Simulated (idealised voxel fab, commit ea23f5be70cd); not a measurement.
The following process module bears the name voxel transistor to metal.
Cross-section cut: width 200 nm, square cells of 5 nm.
Heads up, the way a cross-section reads in here is a grid of square cells, handed over as bands from the top down, with every band being one or more rows of cells. It is stipulated that each band's entry specify, in nanometres, the height of the top of the band and then that of its bottom, followed by the materials of the band in left-to-right sequence, each together with its width in nanometres. A single material marked by the word "everywhere" is understood to fill the band from edge to edge; the word "empty" is understood to denote empty space. Note: height 0 marks the level under which the wafer is uniformly one material as received. Lowest band unbounded below, written "0 nm and below". It should be noted that a width expressed as "30 to 40" varies in equal increments from row to row of cells within the band, taking the value of the first number at the top row and that of the second number at the bottom row. What does "identical to before" mean for a step? It means no cell of the cross-section changed in that step. Catalogued sealed voids: empty space of 8 cells or more with no open way to the top, each as width x height at its distance from the left edge, in nm. It should be noted that, on the line of a given step, the content following the step's settings is a remark produced by the simulator itself with respect to that step. Each step line may optionally specify "overlay nm", which for a step with a mask gives the rightward distance between the mask's planned place and where it lay, a negative value indicating the leftward direction.

-- The steps planned for the process are as follows
step 1: RECEIVE (material Si)
step 2: CONFORMAL_DEP (material SiO2; thk nm 5)
step 3: CONFORMAL_DEP (material SiN; thk nm 15)
step 4: PATTERN (tone cover; mask id ACTIVE; material resist; width nm 105; thk nm 15; overlay nm 0)
step 5: DIRECTIONAL_ETCH (etch materials SiN; depth nm 15)
step 6: DIRECTIONAL_ETCH (etch materials SiO2; depth nm 5)
step 7: DIRECTIONAL_ETCH (etch materials Si; depth nm 35)
step 8: STRIP (etch materials resist)
step 9: OXIDIZE (depth nm 5)
step 10: FILL_DEP (material SiO2; thk nm 5)
step 11: CMP (height nm 20)
step 12: SELECTIVE_ETCH (etch materials SiO2; depth nm 15)
step 13: STRIP (etch materials SiN)
step 14: SELECTIVE_ETCH (etch materials SiO2; depth nm 5)
step 15: OXIDIZE (depth nm 5)
step 16: DIRECTIONAL_DEP (material polySi; thk nm 30)
step 17: DIRECTIONAL_DEP (material SiCN; thk nm 15)
step 18: DIRECTIONAL_DEP (material aC; thk nm 15)
step 19: PATTERN (tone cover; mask id GATE; material resist; width nm 15; thk nm 30; overlay nm 0)
step 20: DIRECTIONAL_ETCH (etch materials aC; depth nm 15)
step 21: STRIP (etch materials resist)
step 22: DIRECTIONAL_ETCH (etch materials SiCN; depth nm 25)
step 23: DIRECTIONAL_ETCH (etch materials polySi; depth nm 40)
step 24: STRIP (etch materials aC)
step 25: CONFORMAL_DEP (material SiN; thk nm 10)
step 26: DIRECTIONAL_ETCH (etch materials SiN; depth nm 10)
step 27: DIRECTIONAL_ETCH (etch materials SiO2; depth nm 5)
step 28: DIRECTIONAL_ETCH (etch materials Si; depth nm 10)
step 29: EPI (material pSi; thk nm 15)
step 30: FILL_DEP (material SiO2; thk nm 5)
step 31: CMP (height nm 45)
step 32: DIRECTIONAL_DEP (material SiO2; thk nm 10)
step 33: MASKED_ETCH (tone open; mask id CONTACT; width nm 20; pitch nm 75; etch materials SiO2; depth nm 55; overlay nm 0)
step 34: CONFORMAL_DEP (material TiN; thk nm 5)
step 35: FILL_DEP (material Ru; thk nm 10)
step 36: CMP (height nm 55)
step 37: CONFORMAL_DEP (material SiCN; thk nm 5)
step 38: DIRECTIONAL_DEP (material SiO2; thk nm 20)
step 39: MASKED_ETCH (tone open; mask id METAL_1; width nm 20; pitch nm 75; etch materials SiO2; depth nm 20; overlay nm 0)
step 40: MASKED_ETCH (tone open; mask id METAL_1; width nm 20; pitch nm 75; etch materials SiCN; depth nm 5; overlay nm 0)
step 41: CONFORMAL_DEP (material TiN; thk nm 5)
step 42: FILL_DEP (material Cu; thk nm 5)
step 43: CMP (height nm 80)
step 44: CONFORMAL_DEP (material SiCN; thk nm 5)
step 45: DIRECTIONAL_DEP (material lowk; thk nm 35)
step 46: PATTERN (tone open; mask id METAL_2; material resist; width nm 20; pitch nm 75; thk nm 15; overlay nm 0)
step 47: DIRECTIONAL_ETCH (etch materials lowk; depth nm 20)
step 48: STRIP (etch materials resist)
step 49: MASKED_ETCH (tone open; mask id METAL_2_HOLES; width nm 15; pitch nm 75; etch materials lowk; depth nm 15; overlay nm 0)
step 50: MASKED_ETCH (tone open; mask id METAL_2_HOLES; width nm 15; pitch nm 75; etch materials SiCN; depth nm 5; overlay nm 0)
step 51: CONFORMAL_DEP (material TiN; thk nm 5)
step 52: FILL_DEP (material Ru; thk nm 5)
step 53: CMP (height nm 120)
step 54: CONFORMAL_DEP (material SiN; thk nm 5)

-- as received, after step 1
    0 nm and below: Si everywhere
    Catalogued sealed voids: none

-- Figure: cross-sectional view of the wafer upon completion of the module, processed from the initial state and according to the plan depicted above, with one error introduced during execution
    125 nm to 120 nm: SiN everywhere
    120 nm to 105 nm: 50 lowk; 5 TiN; 10 Ru; 5 TiN; 55 lowk; 5 TiN; 10 Ru; 5 TiN; 55 lowk
    105 nm to 100 nm: 50 lowk; 5 TiN; 5 Ru; 10 TiN; 55 lowk; 5 TiN; 5 Ru; 10 TiN; 55 lowk
    100 nm to 85 nm: 50 lowk; 5 TiN; 5 Ru; 5 TiN; 60 lowk; 5 TiN; 5 Ru; 5 TiN; 60 lowk
    85 nm to 80 nm: 50 SiCN; 15 TiN; 60 SiCN; 15 TiN; 60 SiCN
    80 nm to 75 nm: 50 SiO2; 5 TiN; 10 Cu; 5 TiN; 55 SiO2; 5 TiN; 10 Cu; 5 TiN; 55 SiO2
    75 nm to 70 nm: 50 SiCN; 20 TiN; 55 SiCN; 20 TiN; 55 SiCN
    70 nm to 60 nm: Ru everywhere
    60 nm to 55 nm: 55 TiN; 10 Ru; 65 TiN; 10 Ru; 60 TiN
    55 nm to 45 nm: 50 SiO2; 5 TiN; 10 Ru; 5 TiN; 55 SiO2; 5 TiN; 10 Ru; 5 TiN; 55 SiO2
    45 nm to 30 nm: 50 SiO2; 5 TiN; 10 Ru; 5 TiN; 10 SiO2; 10 SiN; 15 SiCN; 10 SiN; 10 SiO2; 5 TiN; 10 Ru; 5 TiN; 55 SiO2
    30 nm to 15 nm: 50 SiO2; 5 TiN; 10 Ru; 5 TiN; 10 SiO2; 10 SiN; 15 polySi; 10 SiN; 10 SiO2; 5 TiN; 10 Ru; 5 TiN; 55 SiO2
    15 nm to 10 nm: 50 SiO2; 5 TiN; 5 Ru; 10 TiN; 10 SiO2; 10 SiN; 15 polySi; 10 SiN; 10 SiO2; 10 TiN; 5 Ru; 5 TiN; 55 SiO2
    10 nm to 5 nm: 50 SiO2; 5 TiN; 5 Ru; 5 TiN; 15 pSi; 10 SiN; 15 polySi; 10 SiN; 15 pSi; 5 TiN; 5 Ru; 5 TiN; 55 SiO2
    5 nm to 0 nm: 50 SiO2; 15 TiN; 15 pSi; 10 SiN; 15 polySi; 10 SiN; 15 pSi; 15 TiN; 55 SiO2
    0 nm to -5 nm: 45 SiO2; 35 pSi; 35 SiO2; 35 pSi; 50 SiO2
    -5 nm to -15 nm: 50 SiO2; 30 pSi; 35 Si; 30 pSi; 55 SiO2
    -15 nm to -40 nm: 50 SiO2; 95 Si; 55 SiO2
    -40 nm and below: Si everywhere
    Catalogued sealed voids: none
Where did the run depart from the plan? step 36 of the plan did not run at all; it was left out
